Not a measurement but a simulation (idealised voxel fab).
The process module presented herein is designated voxel released beams.
In the cross-section labelled cut, the width is 230 nm and each square cell is 5 nm.
This document writes a cross-section as a grid whose cells are square, and gives it as bands, listed from the top down; one or more rows of cells form a band.
Heights first: top, then bottom, in nm. Then materials, left to right, each with a width in nm. "everywhere" on a single material: fills the band edge to edge. "air": empty space.
Heights from 0 (as-received wafer is one material below). Bottom band endless downward, as "top 0, no bottom".
Note: "30..40" means the width goes from the first number (top row of the band) to the second number (bottom row) in equal steps per row of cells.
The designation "no modification", where it is given for a processing step, indicates that no cell of the cross-section was altered in the course of that step.
Look at "Fully closed voids" for the closed voids: empty spaces with no open path to the top, sized 8 cells or up. Each is width x height at distance, distance from the left edge, all nm.
It should be noted that, on the line of a given step, the content following the step's settings is a remark produced by the simulator itself with respect to that step.
What "overlay nm" on a step's line means: if the step has a mask, that mask lay this far to the right of its planned place, or, when the value is negative, to the left.

[plan]
- 1: RECEIVE with material Si
- 2: CONFORMAL_DEP with material SiN, thk nm 10
- 3: DIRECTIONAL_DEP with material SiO2, thk nm 10
- 4: PATTERN with tone open, mask id ANCHOR, material resist, width nm 40, thk nm 15, overlay nm 0
- 5: DIRECTIONAL_ETCH with etch materials SiO2, depth nm 10
- 6: STRIP with etch materials resist
- 7: CONFORMAL_DEP with material polySi, thk nm 15
- 8: MASKED_ETCH with tone cover, mask id BEAM, width nm 100, etch materials polySi, depth nm 15, overlay nm 0
- 9: STRIP with etch materials SiO2

[Cross-section of the wafer upon arrival, representing the state reached after step 1]
	top 0, no bottom | Si everywhere
	Fully closed voids: none

[Cross-sectional view of the first of the two wafers upon completion of the module, processed in accordance with the plan]
	top 35, bottom 25 | air (60); polySi (20); air (10); polySi (70); air (70)
	top 25, bottom 20 | air (60); polySi (100); air (70)
	top 20, bottom 10 | air (65); polySi (40); air (125)
	top 10, bottom 0 | SiN everywhere
	top 0, no bottom | Si everywhere
	Fully closed voids: none

[This cross-section belongs to the second wafer of two at the end of the module; the start and the plan were shared with the first, and the run included one mistake]
	top 25, bottom 15 | air (60); polySi (20); air (10); polySi (70); air (70)
	top 15, bottom 10 | air (60); polySi (100); air (70)
	top 10, bottom 0 | air (65); polySi (40); air (125)
	top 0, no bottom | Si everywhere
	Fully closed voids: none
Heads up, the wafer didn't run the way we planned it: step 2 of the plan got skipped, so it never ran
FYI, end of process, the second wafer has more or fewer cells of some materials than the first: -92 SiN
